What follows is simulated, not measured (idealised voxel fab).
Title: Process Module voxel ribs on slabs
Cross-section cut: width 185 nm, square cells of 5 nm.
A cross-section is a grid of square cells, given in bands from the top down. A band is one or more rows of cells.
Band entry format. Leading values: height of top, height of bottom, nm. Remainder: materials in left-to-right order, each with its width in nm. Special words: "edge to edge" on a single material, which then fills the band edge to edge; "blank", empty space.
Height 0 is the level under which the wafer as received is all one material. The lowest band goes on downwards, as in "0 nm and below".
The expression "30 to 40" gives the width at the extremes of the band, the first number at its top row of cells and the second at its bottom row, with the width changing by equal amounts from each row to the next in between.
The designation "nothing was modified", where it is given for a processing step, indicates that no cell of the cross-section was altered in the course of that step.
The entry "Enclosed empty spaces" lists the empty spaces that cover at least 8 cells and have no open path to the top. Each is written as width x height at distance, where the distance is measured from the left edge and all three values are in nm.
The remark found on a step's line after its settings is issued by the simulator itself and pertains to that step.
overlay nm: step with mask; distance mask lay right of planned place; negative value = left of planned place.

-- This section lists the process steps that were planned
1. RECEIVE, material Si
2. DIRECTIONAL_DEP, material SiO2, thk nm 25
3. DIRECTIONAL_DEP, material polySi, thk nm 15
4. PATTERN, tone cover, mask id RIB, material resist, width nm 15, thk nm 20, overlay nm 0
5. DIRECTIONAL_ETCH, etch materials polySi, depth nm 5
6. STRIP, etch materials resist
7. PATTERN, tone cover, mask id SLAB, material resist, width nm 55, thk nm 20, overlay nm 0
8. DIRECTIONAL_ETCH, etch materials polySi, depth nm 10
9. STRIP, etch materials resist
10. FILL_DEP, material SiO2, thk nm 20
11. CMP, height nm 50
12. DIRECTIONAL_DEP, material TiN, thk nm 5
13. PATTERN, tone cover, mask id HEATER, material resist, width nm 25, thk nm 20, overlay nm 0
14. DIRECTIONAL_ETCH, etch materials TiN, depth nm 5
15. STRIP, etch materials resist
16. CONFORMAL_DEP, material SiO2, thk nm 5

-- Delivered wafer in cross-section: state after step 1
    0 nm and below: Si edge to edge
    Enclosed empty spaces: none

-- Post-module cross-section of the first of two wafers (run per plan)
    60 nm to 55 nm: blank=75, then SiO2=35, then blank=75
    55 nm to 50 nm: SiO2=80, then TiN=25, then SiO2=80
    50 nm to 40 nm: SiO2 edge to edge
    40 nm to 35 nm: SiO2=85, then polySi=15, then SiO2=85
    35 nm to 25 nm: SiO2=65, then polySi=55, then SiO2=65
    25 nm to 0 nm: SiO2 edge to edge
    0 nm and below: Si edge to edge
    Enclosed empty spaces: none

-- Cross-section at end of module for the second wafer of two, which matched the first in starting point and plan and differed by one mistake in its processing
    55 nm to 50 nm: blank=80, then TiN=25, then blank=80
    50 nm to 40 nm: SiO2 edge to edge
    40 nm to 35 nm: SiO2=85, then polySi=15, then SiO2=85
    35 nm to 25 nm: SiO2=65, then polySi=55, then SiO2=65
    25 nm to 0 nm: SiO2 edge to edge
    0 nm and below: Si edge to edge
    Enclosed empty spaces: none
Want to know what went wrong? step 16 of the plan was omitted and not executed
Final cells, second wafer relative to first, materials higher or lower: 39 fewer of SiO2
